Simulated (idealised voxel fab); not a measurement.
Process module, titled voxel ribs on slabs
Xsec cut, 155 nm wide, square cell size 5 nm.
When this document writes out a cross-section, it uses a grid of square cells and lists it as bands, beginning at the top and moving down, with a band standing for one or more rows of cells.
Per band: top height and bottom height in nm, followed by the left-to-right materials and their widths in nm; "throughout" marks a single material spanning edge to edge, "air" marks empty space.
Where do heights start? At 0: under that level the wafer as delivered is made of one material only. And the lowest band has no floor; it just carries on downward, as in "from 0 down".
Width: "30->40" (first number = top row, second number = bottom row, same change from row to row of cells).
You'll sometimes find "no change" written for a step, and that's the way of saying that nowhere in the cross-section did a cell change during that step.
Any empty space of 8 cells or more lacking an open way to the top shows up in "Internal closed voids" as width x height at distance, distance from the left edge, in nm.
after a step's settings: what the simulator itself notes on the step
The optional step-line setting "overlay nm" applies to steps with a mask and quantifies how far to the right of its planned location the mask lay, a negative value indicating leftward placement.
plan:
1. RECEIVE with material Si
2. DIRECTIONAL_DEP with material SiO2, thk nm 30
3. DIRECTIONAL_DEP with material polySi, thk nm 25
4. PATTERN with tone cover, mask id RIB, material resist, width nm 30, thk nm 15, overlay nm 0
5. DIRECTIONAL_ETCH with etch materials polySi, depth nm 10
6. STRIP with etch materials resist
7. MASKED_ETCH with tone cover, mask id SLAB, width nm 60, etch materials polySi, depth nm 15, overlay nm 0
8. FILL_DEP with material SiO2, thk nm 25
9. CMP with height nm 70
10. DIRECTIONAL_DEP with material W, thk nm 10
11. PATTERN with tone cover, mask id HEATER, material resist, width nm 40, thk nm 15, overlay nm 0
12. DIRECTIONAL_ETCH with etch materials W, depth nm 10
13. STRIP with etch materials resist
14. CONFORMAL_DEP with material SiO2, thk nm 10
First wafer, two in total, run as planned:
Here's what the wafer looked like in cross-section when it arrived - that's after step 1:
from 0 down | Si throughout
Internal closed voids: none
State of the wafer after step 2, shown in cross-section:
from 30 to 0 | SiO2 throughout
Rest of section, below 0: as before.
State of the wafer after step 3, shown in cross-section:
from 55 to 30 | polySi throughout
Rest of section, below 30: as before.
State of the wafer after step 4, shown in cross-section:
from 70 to 55 | air (60), then resist (30), then air (65)
Rest of section, below 55: as before.
State of the wafer after step 5, shown in cross-section:
from 70 to 55 | air (60), then resist (30), then air (65)
from 55 to 45 | air (60), then polySi (30), then air (65)
Rest of section, below 45: as before.
State of the wafer after step 6, shown in cross-section:
from 55 to 45 | air (60), then polySi (30), then air (65)
Rest of section, below 45: as before.
State of the wafer after step 7, shown in cross-section:
from 55 to 45 | air (60), then polySi (30), then air (65)
from 45 to 30 | air (45), then polySi (60), then air (50)
Rest of section, below 30: as before.
State of the wafer after step 8, shown in cross-section:
from 80 to 55 | SiO2 throughout
from 55 to 45 | SiO2 (60), then polySi (30), then SiO2 (65)
from 45 to 30 | SiO2 (45), then polySi (60), then SiO2 (50)
Rest of section, below 30: as before.
State of the wafer after step 9, shown in cross-section:
from 70 to 55 | SiO2 throughout
Rest of section, below 55: as before.
State of the wafer after step 10, shown in cross-section:
from 80 to 70 | W throughout
Rest of section, below 70: as before.
State of the wafer after step 11, shown in cross-section:
from 95 to 80 | air (55), then resist (40), then air (60)
Rest of section, below 80: as before.
State of the wafer after step 12, shown in cross-section:
from 95 to 80 | air (55), then resist (40), then air (60)
from 80 to 70 | air (55), then W (40), then air (60)
Rest of section, below 70: as before.
State of the wafer after step 13, shown in cross-section:
from 80 to 70 | air (55), then W (40), then air (60)
Rest of section, below 70: as before.
State of the wafer after step 14, shown in cross-section:
from 90 to 80 | air (45), then SiO2 (60), then air (50)
from 80 to 70 | SiO2 (55), then W (40), then SiO2 (60)
Rest of section, below 70: as before.
The remaining wafer, second of the two, started like the first and was run to the same plan, except that one mistake was made along the way; the two coincide through step 3, inclusive:
Cross-sectional representation of the second wafer at the time designated in the plan for the completion of step 4:
from 70 to 55 | air (55), then resist (40), then air (60)
Rest of section, below 55: as before.
Cross-sectional representation of the second wafer at the time designated in the plan for the completion of step 5:
from 70 to 55 | air (55), then resist (40), then air (60)
from 55 to 45 | air (55), then polySi (40), then air (60)
Rest of section, below 45: as before.
Cross-sectional representation of the second wafer at the time designated in the plan for the completion of step 6:
from 55 to 45 | air (55), then polySi (40), then air (60)
Rest of section, below 45: as before.
Cross-sectional representation of the second wafer at the time designated in the plan for the completion of step 7:
from 55 to 45 | air (55), then polySi (40), then air (60)
from 45 to 30 | air (45), then polySi (60), then air (50)
Rest of section, below 30: as before.
Cross-sectional representation of the second wafer at the time designated in the plan for the completion of step 8:
from 80 to 55 | SiO2 throughout
from 55 to 45 | SiO2 (55), then polySi (40), then SiO2 (60)
from 45 to 30 | SiO2 (45), then polySi (60), then SiO2 (50)
Rest of section, below 30: as before.
Cross-sectional representation of the second wafer at the time designated in the plan for the completion of step 9:
from 70 to 55 | SiO2 throughout
Rest of section, below 55: as before.
Cross-sectional representation of the second wafer at the time designated in the plan for the completion of step 10:
from 80 to 70 | W throughout
Rest of section, below 70: as before.
Cross-sectional representation of the second wafer at the time designated in the plan for the completion of step 11:
from 95 to 80 | air (55), then resist (40), then air (60)
Rest of section, below 80: as before.
Cross-sectional representation of the second wafer at the time designated in the plan for the completion of step 12:
from 95 to 80 | air (55), then resist (40), then air (60)
from 80 to 70 | air (55), then W (40), then air (60)
Rest of section, below 70: as before.
Cross-sectional representation of the second wafer at the time designated in the plan for the completion of step 13:
from 80 to 70 | air (55), then W (40), then air (60)
Rest of section, below 70: as before.
Cross-sectional representation of the second wafer at the time designated in the plan for the completion of step 14:
from 90 to 80 | air (45), then SiO2 (60), then air (50)
from 80 to 70 | SiO2 (55), then W (40), then SiO2 (60)
Rest of section, below 70: as before.
So what did we get wrong on this run? step 4 was processed under conditions differing from the plan, specifically as PATTERN with tone cover, mask id RIB, material resist, width nm 40, thk nm 15, overlay nm 0
Heads up, by the end the second wafer has more or fewer cells of some materials compared to the first: SiO2: 4 fewer; polySi: 4 more
